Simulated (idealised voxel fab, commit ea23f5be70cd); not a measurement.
You're looking at the process module voxel self aligned contacts.
It is cross-section cut that appears here, measuring 200 nm in width, its square cells being 5 nm in size.
If you're reading a cross-section in this doc, picture square cells in a grid; it comes to you as bands, top ones listed first down to the bottom, and a band can be one or more rows of cells.
Per band: top height and bottom height in nm, followed by the left-to-right materials and their widths in nm; "edge to edge" marks a single material spanning edge to edge, "blank" marks empty space.
Heights are measured from 0, the level below which the as-received wafer is all one material; the lowest band has no bottom and continues downward, written as in "top 0, no bottom".
Think of "30->40" as a width that walks from the first number to the second as you go down the band, top row to bottom row, taking equal-sized steps from row to row.
Given "nothing got changed" for a step, no cell of the cross-section differs between before and after that step.
The label "Sealed void inventory" introduces a list of the empty spaces, 8 cells or larger, that have no open way up to the top; each entry in it reads width x height at distance, where the distance is taken from the left edge and all three are stated in nm.
Step line, after settings: the simulator's comment on this step.
overlay nm: where the mask lay relative to plan, measured to the right, on steps with a mask; negatives go left.

**The planned process steps are enumerated hereunder**
1) RECEIVE, material Si
2) OXIDIZE, depth nm 5
3) DIRECTIONAL_DEP, material polySi, thk nm 30
4) DIRECTIONAL_DEP, material SiN, thk nm 20
5) MASKED_ETCH, tone cover, mask id GATE, width nm 30, pitch nm 65, etch materials SiN, depth nm 20, overlay nm 0
6) MASKED_ETCH, tone cover, mask id GATE, width nm 30, pitch nm 65, etch materials polySi, depth nm 30, overlay nm 0
7) CONFORMAL_DEP, material SiN, thk nm 10
8) DIRECTIONAL_ETCH, etch materials SiN, depth nm 10
9) FILL_DEP, material SiO2, thk nm 20
10) CMP, height nm 60
11) PATTERN, tone open, mask id CONTACT, material resist, width nm 45, thk nm 20, overlay nm 0
12) DIRECTIONAL_ETCH, etch materials SiO2, depth nm 65
13) STRIP, etch materials resist
14) CONFORMAL_DEP, material TiN, thk nm 5
15) FILL_DEP, material W, thk nm 10
16) CMP, height nm 60
17) CONFORMAL_DEP, material SiN, thk nm 5

**Account of the first of two wafers, which was processed as intended**

**as received, after step 1**
> top 0, no bottom | Si edge to edge
> Sealed void inventory: none

**Wafer section view after processing step 2**
> top 0, bottom -5 | SiO2 edge to edge
> At heights below -5, the structure remains unaltered.

**Wafer section view after processing step 3**
> top 30, bottom 0 | polySi edge to edge
> At heights below 0, the structure remains unaltered.

**Wafer section view after processing step 4**
> top 50, bottom 30 | SiN edge to edge
> At heights below 30, the structure remains unaltered.

**Wafer section view after processing step 5**
> top 50, bottom 30 | blank=50; SiN=30; blank=35; SiN=30; blank=55
> At heights below 30, the structure remains unaltered.

**Wafer section view after processing step 6**
> top 50, bottom 30 | blank=50; SiN=30; blank=35; SiN=30; blank=55
> top 30, bottom 0 | blank=50; polySi=30; blank=35; polySi=30; blank=55
> At heights below 0, the structure remains unaltered.

**Wafer section view after processing step 7**
> top 60, bottom 30 | blank=40; SiN=50; blank=15; SiN=50; blank=45
> top 30, bottom 10 | blank=40; SiN=10; polySi=30; SiN=10; blank=15; SiN=10; polySi=30; SiN=10; blank=45
> top 10, bottom 0 | SiN=50; polySi=30; SiN=35; polySi=30; SiN=55
> At heights below 0, the structure remains unaltered.

**Wafer section view after processing step 8**
> top 50, bottom 30 | blank=40; SiN=50; blank=15; SiN=50; blank=45
> top 30, bottom 0 | blank=40; SiN=10; polySi=30; SiN=10; blank=15; SiN=10; polySi=30; SiN=10; blank=45
> At heights below 0, the structure remains unaltered.

**Wafer section view after processing step 9**
> top 70, bottom 50 | SiO2 edge to edge
> top 50, bottom 30 | SiO2=40; SiN=50; SiO2=15; SiN=50; SiO2=45
> top 30, bottom 0 | SiO2=40; SiN=10; polySi=30; SiN=10; SiO2=15; SiN=10; polySi=30; SiN=10; SiO2=45
> At heights below 0, the structure remains unaltered.

**Wafer section view after processing step 10**
> top 60, bottom 50 | SiO2 edge to edge
> At heights below 50, the structure remains unaltered.

**Wafer section view after processing step 11**
> top 80, bottom 60 | resist=75; blank=45; resist=80
> At heights below 60, the structure remains unaltered.

**Wafer section view after processing step 12**
> top 80, bottom 60 | resist=75; blank=45; resist=80
> top 60, bottom 50 | SiO2=75; blank=45; SiO2=80
> top 50, bottom 30 | SiO2=40; SiN=50; blank=15; SiN=50; SiO2=45
> top 30, bottom 0 | SiO2=40; SiN=10; polySi=30; SiN=10; blank=15; SiN=10; polySi=30; SiN=10; SiO2=45
> top 0, bottom -5 | SiO2=90; blank=15; SiO2=95
> At heights below -5, the structure remains unaltered.

**Wafer section view after processing step 13**
> top 60, bottom 50 | SiO2=75; blank=45; SiO2=80
> At heights below 50, the structure remains unaltered.

**Wafer section view after processing step 14**
> top 65, bottom 60 | TiN=80; blank=35; TiN=85
> top 60, bottom 50 | SiO2=75; TiN=5->20; blank=35->5; TiN=5->20; SiO2=80
> top 50, bottom 30 | SiO2=40; SiN=50; TiN=5; blank=5; TiN=5; SiN=50; SiO2=45
> top 30, bottom 0 | SiO2=40; SiN=10; polySi=30; SiN=10; TiN=5; blank=5; TiN=5; SiN=10; polySi=30; SiN=10; SiO2=45
> top 0, bottom -5 | SiO2=90; TiN=15; SiO2=95
> At heights below -5, the structure remains unaltered.

**Wafer section view after processing step 15**
> top 75, bottom 65 | W edge to edge
> top 65, bottom 60 | TiN=80; W=35; TiN=85
> top 60, bottom 50 | SiO2=75; TiN=5->20; W=35->5; TiN=5->20; SiO2=80
> top 50, bottom 30 | SiO2=40; SiN=50; TiN=5; W=5; TiN=5; SiN=50; SiO2=45
> top 30, bottom 0 | SiO2=40; SiN=10; polySi=30; SiN=10; TiN=5; W=5; TiN=5; SiN=10; polySi=30; SiN=10; SiO2=45
> At heights below 0, the structure remains unaltered.

**Wafer section view after processing step 16**
> top 60, bottom 50 | SiO2=75; TiN=5->20; W=35->5; TiN=5->20; SiO2=80
> At heights below 50, the structure remains unaltered.

**Wafer section view after processing step 17**
> top 65, bottom 60 | SiN edge to edge
> At heights below 60, the structure remains unaltered.

**The remaining wafer, second of the two, started like the first and was run to the same plan, except that one mistake was made along the way; the two coincide through step 3, inclusive**

**Here is the second wafer in cross-section at the point where step 4 of the plan should have been done**
> top 70, bottom 30 | SiN edge to edge
> At heights below 30, the structure remains unaltered.

**Here is the second wafer in cross-section at the point where step 5 of the plan should have been done**
> top 70, bottom 50 | blank=50; SiN=30; blank=35; SiN=30; blank=55
> At heights below 50, the structure remains unaltered.

Here is the second wafer in cross-section at the point where step 6 of the plan should have been done: nothing got changed

**Here is the second wafer in cross-section at the point where step 7 of the plan should have been done**
> top 80, bottom 60 | blank=40; SiN=50; blank=15; SiN=50; blank=45
> top 60, bottom 30 | SiN edge to edge
> At heights below 30, the structure remains unaltered.

**Here is the second wafer in cross-section at the point where step 8 of the plan should have been done**
> top 70, bottom 50 | blank=40; SiN=50; blank=15; SiN=50; blank=45
> At heights below 50, the structure remains unaltered.

**Here is the second wafer in cross-section at the point where step 9 of the plan should have been done**
> top 90, bottom 70 | SiO2 edge to edge
> top 70, bottom 50 | SiO2=40; SiN=50; SiO2=15; SiN=50; SiO2=45
> At heights below 50, the structure remains unaltered.

**Here is the second wafer in cross-section at the point where step 10 of the plan should have been done**
> top 60, bottom 50 | SiO2=40; SiN=50; SiO2=15; SiN=50; SiO2=45
> At heights below 50, the structure remains unaltered.

**Here is the second wafer in cross-section at the point where step 11 of the plan should have been done**
> top 80, bottom 60 | resist=75; blank=45; resist=80
> At heights below 60, the structure remains unaltered.

**Here is the second wafer in cross-section at the point where step 12 of the plan should have been done**
> top 80, bottom 60 | resist=75; blank=45; resist=80
> top 60, bottom 50 | SiO2=40; SiN=50; blank=15; SiN=50; SiO2=45
> At heights below 50, the structure remains unaltered.

**Here is the second wafer in cross-section at the point where step 13 of the plan should have been done**
> top 60, bottom 50 | SiO2=40; SiN=50; blank=15; SiN=50; SiO2=45
> At heights below 50, the structure remains unaltered.

**Here is the second wafer in cross-section at the point where step 14 of the plan should have been done**
> top 65, bottom 60 | TiN=95; blank=5; TiN=100
> top 60, bottom 55 | SiO2=40; SiN=50; TiN=5; blank=5; TiN=5; SiN=50; SiO2=45
> top 55, bottom 50 | SiO2=40; SiN=50; TiN=15; SiN=50; SiO2=45
> At heights below 50, the structure remains unaltered.

**Here is the second wafer in cross-section at the point where step 15 of the plan should have been done**
> top 75, bottom 65 | W edge to edge
> top 65, bottom 60 | TiN=95; W=5; TiN=100
> top 60, bottom 55 | SiO2=40; SiN=50; TiN=5; W=5; TiN=5; SiN=50; SiO2=45
> At heights below 55, the structure remains unaltered.

**Here is the second wafer in cross-section at the point where step 16 of the plan should have been done**
> top 60, bottom 55 | SiO2=40; SiN=50; TiN=5; W=5; TiN=5; SiN=50; SiO2=45
> At heights below 55, the structure remains unaltered.

**Here is the second wafer in cross-section at the point where step 17 of the plan should have been done**
> top 65, bottom 60 | SiN edge to edge
> At heights below 60, the structure remains unaltered.
Where did the run depart from the plan? step 4 of the plan was carried out twice
Final comparison by cell count, materials where the second wafer has more or fewer than the first: +72 SiN | -195 SiO2 | -28 TiN | -17 W | +168 polySi
